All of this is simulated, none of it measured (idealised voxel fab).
The name of this process module is voxel transistor to metal.
The cross-section shown here is cut; it is 285 nm wide and divided into square cells measuring 5 nm on a side.
Notation: cross-section as square-cell grid; stated in bands, top first, going down; one or more cell rows per band.
Each band's line starts with the height of the band's top and of its bottom, in nm. Then come its materials from left to right, each with its width in nm. One material with "throughout" fills the band from edge to edge. "blank" is empty space.
Where do heights start? At 0: under that level the wafer as delivered is made of one material only. And the lowest band has no floor; it just carries on downward, as in "top 0, no bottom".
The notation "30 to 40" denotes a width that varies across the rows of cells in the band, beginning at the first number in the top row, finishing at the second number in the bottom row, and changing by an identical amount from each row to the next.
"everything unchanged" after a step means that no cell of the cross-section changed.
Look at "Enclosed void inventory" for the closed voids: empty spaces with no open path to the top, sized 8 cells or up. Each is width x height at distance, distance from the left edge, all nm.
It should be noted that, on the line of a given step, the content following the step's settings is a remark produced by the simulator itself with respect to that step.
On any step carrying a mask, the "overlay nm" setting, if present on the step's line, tells how far right of its planned place the mask lay; negative values point to the left.
### This section lists the process steps that were planned
1. RECEIVE (material Si)
2. OXIDIZE (depth nm 5)
3. CONFORMAL_DEP (material SiN; thk nm 15)
4. DIRECTIONAL_DEP (material aC; thk nm 15)
5. PATTERN (tone cover; mask id ACTIVE; material resist; width nm 100; pitch nm 120; thk nm 35; overlay nm 0)
6. DIRECTIONAL_ETCH (etch materials aC; depth nm 15)
7. STRIP (etch materials resist)
8. DIRECTIONAL_ETCH (etch materials SiN; depth nm 15)
9. DIRECTIONAL_ETCH (etch materials SiO2; depth nm 5)
10. DIRECTIONAL_ETCH (etch materials Si; depth nm 30)
11. STRIP (etch materials aC)
12. OXIDIZE (depth nm 5)
13. FILL_DEP (material SiO2; thk nm 15)
14. CMP (height nm 15)
15. SELECTIVE_ETCH (etch materials SiO2; depth nm 10)
16. STRIP (etch materials SiN)
17. SELECTIVE_ETCH (etch materials SiO2; depth nm 5)
18. OXIDIZE (depth nm 5)
19. DIRECTIONAL_DEP (material polySi; thk nm 30)
20. DIRECTIONAL_DEP (material SiCN; thk nm 10)
21. MASKED_ETCH (tone cover; mask id GATE; width nm 30; pitch nm 120; etch materials SiCN; depth nm 20; overlay nm 0)
22. MASKED_ETCH (tone cover; mask id GATE; width nm 30; pitch nm 120; etch materials polySi; depth nm 40; overlay nm 0)
23. CONFORMAL_DEP (material SiO2; thk nm 5)
24. DIRECTIONAL_ETCH (etch materials SiO2; depth nm 5)
25. CONFORMAL_DEP (material SiN; thk nm 5)
26. DIRECTIONAL_ETCH (etch materials SiN; depth nm 5)
27. DIRECTIONAL_ETCH (etch materials SiO2; depth nm 5)
28. DIRECTIONAL_ETCH (etch materials Si; depth nm 5)
29. EPI (material SiGe; thk nm 5)
30. FILL_DEP (material SiO2; thk nm 10)
31. CMP (height nm 25)
32. STRIP (etch materials polySi)
33. SELECTIVE_ETCH (etch materials SiO2; depth nm 5)
34. CONFORMAL_DEP (material HfO2; thk nm 5)
35. CONFORMAL_DEP (material TiN; thk nm 5)
36. FILL_DEP (material W; thk nm 10)
37. CMP (height nm 20)
38. DIRECTIONAL_DEP (material SiO2; thk nm 15)
39. PATTERN (tone open; mask id CONTACT; material resist; width nm 15; thk nm 15; overlay nm 0)
40. DIRECTIONAL_ETCH (etch materials SiO2; depth nm 45)
41. STRIP (etch materials resist)
42. CONFORMAL_DEP (material TiN; thk nm 5)
43. FILL_DEP (material W; thk nm 5)
44. CMP (height nm 35)
45. DIRECTIONAL_DEP (material TiN; thk nm 5)
46. DIRECTIONAL_DEP (material Ru; thk nm 25)
47. MASKED_ETCH (tone cover; mask id METAL_1; width nm 15; etch materials Ru; depth nm 25; overlay nm 0)
48. MASKED_ETCH (tone cover; mask id METAL_1; width nm 15; etch materials TiN; depth nm 5; overlay nm 0)
49. FILL_DEP (material SiO2; thk nm 5)
50. CMP (height nm 65)
51. CONFORMAL_DEP (material SiN; thk nm 5)
### Received-state cross-section, reflecting completion of step 1
* top 0, no bottom  Si throughout
* Enclosed void inventory: none
### Cross-sectional result after module completion. Note: starting condition and plan are unchanged from above; one processing mistake was made
* top 70, bottom 65  SiN throughout
* top 65, bottom 40  SiO2 35 nm / Ru 15 nm / SiO2 60 nm / Ru 15 nm / SiO2 30 nm / Ru 15 nm / SiO2 60 nm / Ru 15 nm / SiO2 40 nm
* top 40, bottom 35  SiCN throughout
* top 35, bottom 20  SiO2 35 nm / TiN 5 nm / W 5 nm / TiN 5 nm / SiO2 60 nm / TiN 5 nm / W 5 nm / TiN 5 nm / SiO2 30 nm / TiN 5 nm / W 5 nm / TiN 5 nm / SiO2 60 nm / TiN 5 nm / W 5 nm / TiN 5 nm / SiO2 40 nm
* top 20, bottom 0  SiO2 35 nm / TiN 5 nm / W 5 nm / TiN 5 nm / SiO2 5 nm / SiN 5 nm / HfO2 5 nm / TiN 5 nm / W 20 nm / TiN 5 nm / HfO2 5 nm / SiN 5 nm / SiO2 5 nm / TiN 5 nm / W 5 nm / TiN 5 nm / SiO2 30 nm / TiN 5 nm / W 5 nm / TiN 5 nm / SiO2 5 nm / SiN 5 nm / HfO2 5 nm / TiN 5 nm / W 20 nm / TiN 5 nm / HfO2 5 nm / SiN 5 nm / SiO2 5 nm / TiN 5 nm / W 5 nm / TiN 5 nm / SiO2 40 nm
* top 0, bottom -5  SiO2 30 nm / SiN 5 nm / TiN 5 nm / W 5 nm / TiN 5 nm / SiO2 5 nm / SiN 5 nm / HfO2 5 nm / TiN 30 nm / HfO2 5 nm / SiN 5 nm / SiO2 5 nm / TiN 5 nm / W 5 nm / TiN 5 nm / SiN 5 nm / SiO2 20 nm / SiN 5 nm / TiN 5 nm / W 5 nm / TiN 5 nm / SiO2 5 nm / SiN 5 nm / HfO2 5 nm / TiN 30 nm / HfO2 5 nm / SiN 5 nm / SiO2 5 nm / TiN 5 nm / W 5 nm / TiN 5 nm / SiN 5 nm / SiO2 35 nm
* top -5, bottom -10  SiO2 35 nm / TiN 15 nm / SiGe 5 nm / SiO2 5 nm / HfO2 40 nm / SiO2 5 nm / SiGe 5 nm / TiN 15 nm / SiO2 30 nm / TiN 15 nm / SiGe 5 nm / SiO2 5 nm / HfO2 40 nm / SiO2 5 nm / SiGe 5 nm / TiN 15 nm / SiO2 40 nm
* top -10, bottom -15  SiO2 35 nm / SiGe 20 nm / Si 50 nm / SiGe 20 nm / SiO2 30 nm / SiGe 20 nm / Si 50 nm / SiGe 20 nm / SiO2 40 nm
* top -15, bottom -40  SiO2 35 nm / Si 90 nm / SiO2 30 nm / Si 90 nm / SiO2 40 nm
* top -40, no bottom  Si throughout
* Enclosed void inventory: none
Where did the run depart from the plan? in deviation from the planned setting, step 45 was conducted as DIRECTIONAL_DEP (material SiCN; thk nm 5)
